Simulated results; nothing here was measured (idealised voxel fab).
process module | voxel fin reveal
cross-section cut | 210 nm wide | cells 5 nm
A cross-section is a grid of square cells, given in bands from the top down. A band is one or more rows of cells.
Each band's line starts with the height of the band's top and of its bottom, in nm. Then come its materials from left to right, each with its width in nm. One material with "throughout" fills the band from edge to edge. "air" is empty space.
Height 0 is the level under which the wafer as received is all one material. The lowest band goes on downwards, as in "0 down".
A width such as "30 to 40" changes by the same amount from each row of cells to the next, from the band's top row to its bottom row.
"no change" after a step means that no cell of the cross-section changed.
closed voids: empty space of 8 cells or more with no open way to the top, each as width x height at its distance from the left edge, in nm
after a step's settings: what the simulator itself notes on the step
overlay nm, on a step with a mask: how far to the right of its planned place the mask lay; to the left if negative
plan
1 op RECEIVE | material Si
2 op CONFORMAL_DEP | material SiN | thk nm 5
3 op PATTERN | tone cover | mask id FINS | material resist | width nm 15 | pitch nm 45 | thk nm 15 | overlay nm 0
4 op DIRECTIONAL_ETCH | etch materials SiN | depth nm 5
5 op DIRECTIONAL_ETCH | etch materials Si | depth nm 35
6 op STRIP | etch materials resist
7 op FILL_DEP | material SiO2 | thk nm 15
8 op CMP | height nm 5
9 op SELECTIVE_ETCH | etch materials SiO2 | depth nm 30
10 op STRIP | etch materials SiN
11 op CONFORMAL_DEP | material HfO2 | thk nm 5
as received, after step 1
  0 down: Si throughout
  closed voids: none
a wafer at the end: this start, this plan, one mistake
  5 to 0: air 45 | HfO2 30 | air 15 | HfO2 30 | air 15 | HfO2 30 | air 45
  0 to -20: air 45 | HfO2 5 | Si 20 | HfO2 5 | air 15 | HfO2 5 | Si 20 | HfO2 5 | air 15 | HfO2 5 | Si 20 | HfO2 5 | air 45
  -20 to -25: HfO2 50 | Si 20 | HfO2 25 | Si 20 | HfO2 25 | Si 20 | HfO2 50
  -25 to -35: SiO2 50 | Si 20 | SiO2 25 | Si 20 | SiO2 25 | Si 20 | SiO2 50
  -35 down: Si throughout
  closed voids: none
what went wrong: step 3 ran as: op PATTERN | tone cover | mask id FINS | material resist | width nm 20 | pitch nm 45 | thk nm 15 | overlay nm 0
